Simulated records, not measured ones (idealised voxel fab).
Process module, titled voxel transistor to metal
In the cross-section labelled cut, the width is 175 nm and each square cell is 5 nm.
Cross-section spec: square-cell grid; bands listed top down; each band is one or more rows.
Each band's line starts with the height of the band's top and of its bottom, in nm. Then come its materials from left to right, each with its width in nm. One material with "all across" fills the band from edge to edge. "air" is empty space.
Heights are reckoned from 0. Under this level, the received wafer is all of one material. The bottommost band is open-ended downward, for example "0 down".
Quick explanation for "30->40": the width changes in equal steps down the rows of cells, from the first number in the band's top row to the second number in its bottom row.
For the purposes of this document, the phrase "changes: none" attached to a step denotes that no cell within the cross-section was modified by that step.
"Closed void entries" enumerates empty spaces isolated from the top, with no open way to it, that contain at least 8 cells, giving each as width x height at distance from the left edge, all three in nm.
Anything after a step's settings on that line? It's the simulator's own note about the step.
A step's line can hold "overlay nm"; with a mask on that step, the setting says how far right of the planned place the mask lay, while a negative setting says it lay to the left.

The process steps that were planned are listed below
1. RECEIVE [material Si]
2. OXIDIZE [depth nm 5]
3. CONFORMAL_DEP [material SiN] [thk nm 15]
4. DIRECTIONAL_DEP [material aC] [thk nm 10]
5. PATTERN [tone cover] [mask id ACTIVE] [material resist] [width nm 105] [thk nm 30] [overlay nm 0]
6. DIRECTIONAL_ETCH [etch materials aC] [depth nm 10]
7. STRIP [etch materials resist]
8. DIRECTIONAL_ETCH [etch materials SiN] [depth nm 15]
9. DIRECTIONAL_ETCH [etch materials SiO2] [depth nm 5]
10. DIRECTIONAL_ETCH [etch materials Si] [depth nm 35]
11. STRIP [etch materials aC]
12. OXIDIZE [depth nm 5]
13. FILL_DEP [material SiO2] [thk nm 5]
14. CMP [height nm 15]
15. SELECTIVE_ETCH [etch materials SiO2] [depth nm 5]
16. STRIP [etch materials SiN]
17. SELECTIVE_ETCH [etch materials SiO2] [depth nm 5]
18. OXIDIZE [depth nm 5]
19. DIRECTIONAL_DEP [material polySi] [thk nm 25]
20. DIRECTIONAL_DEP [material SiCN] [thk nm 10]
21. PATTERN [tone cover] [mask id GATE] [material resist] [width nm 15] [thk nm 20] [overlay nm 0]
22. DIRECTIONAL_ETCH [etch materials SiCN] [depth nm 20]
23. DIRECTIONAL_ETCH [etch materials polySi] [depth nm 35]
24. STRIP [etch materials resist]
25. CONFORMAL_DEP [material SiO2] [thk nm 5]
26. DIRECTIONAL_ETCH [etch materials SiO2] [depth nm 5]
27. CONFORMAL_DEP [material SiN] [thk nm 5]
28. DIRECTIONAL_ETCH [etch materials SiN] [depth nm 5]
29. DIRECTIONAL_ETCH [etch materials SiO2] [depth nm 5]
30. DIRECTIONAL_ETCH [etch materials Si] [depth nm 5]
31. EPI [material pSi] [thk nm 5]
32. FILL_DEP [material SiO2] [thk nm 5]
33. CMP [height nm 30]
34. DIRECTIONAL_DEP [material SiO2] [thk nm 15]
35. DIRECTIONAL_DEP [material aC] [thk nm 10]
36. PATTERN [tone open] [mask id CONTACT] [material resist] [width nm 30] [pitch nm 55] [thk nm 30] [overlay nm 0]
37. DIRECTIONAL_ETCH [etch materials aC] [depth nm 10]
38. STRIP [etch materials resist]
39. DIRECTIONAL_ETCH [etch materials SiO2] [depth nm 55]
40. STRIP [etch materials aC]
41. CONFORMAL_DEP [material TiN] [thk nm 5]
42. FILL_DEP [material W] [thk nm 5]
43. CMP [height nm 45]
44. CONFORMAL_DEP [material SiN] [thk nm 5]
45. DIRECTIONAL_DEP [material SiO2] [thk nm 15]
46. PATTERN [tone open] [mask id METAL_1] [material resist] [width nm 20] [pitch nm 65] [thk nm 20] [overlay nm 0]
47. DIRECTIONAL_ETCH [etch materials SiO2] [depth nm 15]
48. DIRECTIONAL_ETCH [etch materials SiN] [depth nm 5]
49. STRIP [etch materials resist]
50. CONFORMAL_DEP [material TiN] [thk nm 5]
51. FILL_DEP [material Ru] [thk nm 5]
52. CMP [height nm 65]
53. EPI [material Ru] [thk nm 5]
54. FILL_DEP [material SiCN] [thk nm 5]

Step 1 complete: cross-section of the wafer as received
> 0 down = Si all across
> Closed void entries: none

Wafer cross-section at module end: first of two, run to plan
> 75 to 70 = SiCN all across
> 70 to 65 = SiCN: 40; Ru: 30; SiCN: 35; Ru: 30; SiCN: 40
> 65 to 50 = SiO2: 45; TiN: 5; Ru: 10; TiN: 5; SiO2: 45; TiN: 5; Ru: 10; TiN: 5; SiO2: 45
> 50 to 45 = SiN: 45; TiN: 20; SiN: 45; TiN: 20; SiN: 45
> 45 to 35 = SiO2: 45; TiN: 5; W: 20; TiN: 5; SiO2: 25; TiN: 5; W: 20; TiN: 5; SiO2: 45
> 35 to 30 = SiO2: 45; TiN: 5; W: 15; TiN: 10; SiO2: 25; TiN: 10; W: 15; TiN: 5; SiO2: 45
> 30 to 20 = SiO2: 45; TiN: 5; W: 15; TiN: 5; SiN: 5; SiO2: 5; SiCN: 15; SiO2: 5; SiN: 5; TiN: 5; W: 15; TiN: 5; SiO2: 45
> 20 to 5 = SiO2: 45; TiN: 5; W: 15; TiN: 5; SiN: 5; SiO2: 5; polySi: 15; SiO2: 5; SiN: 5; TiN: 5; W: 15; TiN: 5; SiO2: 45
> 5 to -5 = SiO2: 35; SiN: 5; SiO2: 5; TiN: 5; W: 15->10; TiN: 5->10; SiN: 5; SiO2: 5; polySi: 15; SiO2: 5; SiN: 5; TiN: 5->10; W: 15->10; TiN: 5; SiO2: 5; SiN: 5; SiO2: 35
> -5 to -10 = SiO2: 45; TiN: 20; pSi: 5; SiO2: 35; pSi: 5; TiN: 20; SiO2: 45
> -10 to -15 = SiO2: 40; pSi: 30; Si: 35; pSi: 30; SiO2: 40
> -15 to -45 = SiO2: 40; Si: 95; SiO2: 40
> -45 down = Si all across
> Closed void entries: none

Cross-section of the latter of the two wafers at module completion. It had an identical start and an identical plan to the former; in running it, one mistake was made
> 75 to 70 = SiCN all across
> 70 to 65 = SiCN: 40; Ru: 30; SiCN: 35; Ru: 30; SiCN: 40
> 65 to 50 = SiO2: 45; TiN: 5; Ru: 10; TiN: 5; SiO2: 45; TiN: 5; Ru: 10; TiN: 5; SiO2: 45
> 50 to 45 = SiN: 45; TiN: 20; SiN: 45; TiN: 20; SiN: 45
> 45 to 30 = SiO2: 45; TiN: 5; W: 20; TiN: 5; SiO2: 25; TiN: 5; W: 20; TiN: 5; SiO2: 45
> 30 to 20 = SiO2: 45; TiN: 5; W: 20; TiN: 5; SiO2: 5; SiCN: 15; SiO2: 5; TiN: 5; W: 20; TiN: 5; SiO2: 45
> 20 to 0 = SiO2: 45; TiN: 5; W: 20; TiN: 5; SiO2: 5; polySi: 15; SiO2: 5; TiN: 5; W: 20; TiN: 5; SiO2: 45
> 0 to -5 = SiO2: 45; TiN: 5; W: 15; TiN: 10; SiO2: 5; polySi: 15; SiO2: 5; TiN: 10; W: 15; TiN: 5; SiO2: 45
> -5 to -10 = SiO2: 45; TiN: 25; pSi: 5; SiO2: 25; pSi: 5; TiN: 25; SiO2: 45
> -10 to -15 = SiO2: 40; pSi: 35; Si: 25; pSi: 35; SiO2: 40
> -15 to -45 = SiO2: 40; Si: 95; SiO2: 40
> -45 down = Si all across
> Closed void entries: none
The mistake made against the process plan was this: plan step 27 skipped
Per the end-of-run cell counts, the second wafer holds more or fewer of some materials than the first: -2 Si, -18 SiN, +2 SiO2, +16 W, +2 pSi
